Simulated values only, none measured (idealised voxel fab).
process module | voxel ribs on slabs
cross-section cut | 150 nm wide | cells 5 nm
A cross-section is a grid of square cells, given in bands from the top down. A band is one or more rows of cells.
Each band's line starts with the height of the band's top and of its bottom, in nm. Then come its materials from left to right, each with its width in nm. One material with "throughout" fills the band from edge to edge. "air" is empty space.
Height 0 is the level under which the wafer as received is all one material. The lowest band goes on downwards, as in "0 down".
A width such as "30 to 40" changes by the same amount from each row of cells to the next, from the band's top row to its bottom row.
"no change" after a step means that no cell of the cross-section changed.
closed voids: empty space of 8 cells or more with no open way to the top, each as width x height at its distance from the left edge, in nm
after a step's settings: what the simulator itself notes on the step
overlay nm, on a step with a mask: how far to the right of its planned place the mask lay; to the left if negative
plan
1 op RECEIVE | material Si
2 op DIRECTIONAL_DEP | material SiO2 | thk nm 20
3 op DIRECTIONAL_DEP | material SiN | thk nm 25
4 op MASKED_ETCH | tone cover | mask id RIB | width nm 25 | etch materials SiN | depth nm 15 | overlay nm 0
5 op MASKED_ETCH | tone cover | mask id SLAB | width nm 75 | etch materials SiN | depth nm 10 | overlay nm 0
6 op FILL_DEP | material SiO2 | thk nm 15
7 op CMP | height nm 55
8 op DIRECTIONAL_DEP | material W | thk nm 10
9 op DIRECTIONAL_DEP | material aC | thk nm 15
10 op PATTERN | tone cover | mask id HEATER | material resist | width nm 35 | thk nm 30 | overlay nm 0
11 op DIRECTIONAL_ETCH | etch materials aC | depth nm 15
12 op STRIP | etch materials resist
13 op DIRECTIONAL_ETCH | etch materials W | depth nm 10
14 op STRIP | etch materials aC
15 op CONFORMAL_DEP | material SiO2 | thk nm 5
first wafer, as planned
as received, after step 1
  0 down: Si throughout
  closed voids: none
after step 2
  20 to 0: SiO2 throughout
  below 0: unchanged
after step 3
  45 to 20: SiN throughout
  below 20: unchanged
after step 4
  45 to 30: air 60 | SiN 25 | air 65
  below 30: unchanged
after step 5
  45 to 30: air 60 | SiN 25 | air 65
  30 to 20: air 35 | SiN 75 | air 40
  below 20: unchanged
after step 6
  60 to 45: SiO2 throughout
  45 to 30: SiO2 60 | SiN 25 | SiO2 65
  30 to 20: SiO2 35 | SiN 75 | SiO2 40
  below 20: unchanged
after step 7
  55 to 45: SiO2 throughout
  below 45: unchanged
after step 8
  65 to 55: W throughout
  below 55: unchanged
after step 9
  80 to 65: aC throughout
  below 65: unchanged
after step 10
  110 to 80: air 55 | resist 35 | air 60
  below 80: unchanged
after step 11
  95 to 80: air 55 | resist 35 | air 60
  80 to 65: air 55 | aC 35 | air 60
  below 65: unchanged
after step 12
  80 to 65: air 55 | aC 35 | air 60
  below 65: unchanged
after step 13
  80 to 65: air 55 | aC 35 | air 60
  65 to 55: air 55 | W 35 | air 60
  below 55: unchanged
after step 14
  65 to 55: air 55 | W 35 | air 60
  below 55: unchanged
after step 15
  70 to 65: air 50 | SiO2 45 | air 55
  65 to 60: air 50 | SiO2 5 | W 35 | SiO2 5 | air 55
  60 to 55: SiO2 55 | W 35 | SiO2 60
  below 55: unchanged
second wafer: like start, like plan, one mistake. Through step 4 it matches the first wafer
when step 5 should have ended
  45 to 30: air 60 | SiN 25 | air 65
  30 to 20: air 45 | SiN 75 | air 30
  below 20: unchanged
when step 6 should have ended
  60 to 45: SiO2 throughout
  45 to 30: SiO2 60 | SiN 25 | SiO2 65
  30 to 20: SiO2 45 | SiN 75 | SiO2 30
  below 20: unchanged
when step 7 should have ended
  55 to 45: SiO2 throughout
  below 45: unchanged
when step 8 should have ended
  65 to 55: W throughout
  below 55: unchanged
when step 9 should have ended
  80 to 65: aC throughout
  below 65: unchanged
when step 10 should have ended
  110 to 80: air 55 | resist 35 | air 60
  below 80: unchanged
when step 11 should have ended
  95 to 80: air 55 | resist 35 | air 60
  80 to 65: air 55 | aC 35 | air 60
  below 65: unchanged
when step 12 should have ended
  80 to 65: air 55 | aC 35 | air 60
  below 65: unchanged
when step 13 should have ended
  80 to 65: air 55 | aC 35 | air 60
  65 to 55: air 55 | W 35 | air 60
  below 55: unchanged
when step 14 should have ended
  65 to 55: air 55 | W 35 | air 60
  below 55: unchanged
when step 15 should have ended
  70 to 65: air 50 | SiO2 45 | air 55
  65 to 60: air 50 | SiO2 5 | W 35 | SiO2 5 | air 55
  60 to 55: SiO2 55 | W 35 | SiO2 60
  below 55: unchanged
what went wrong: step 5 ran as: op MASKED_ETCH | tone cover | mask id SLAB | width nm 75 | etch materials SiN | depth nm 10 | overlay nm 10
at the end the second wafer has, in cells: as many of each material as the first, in other places
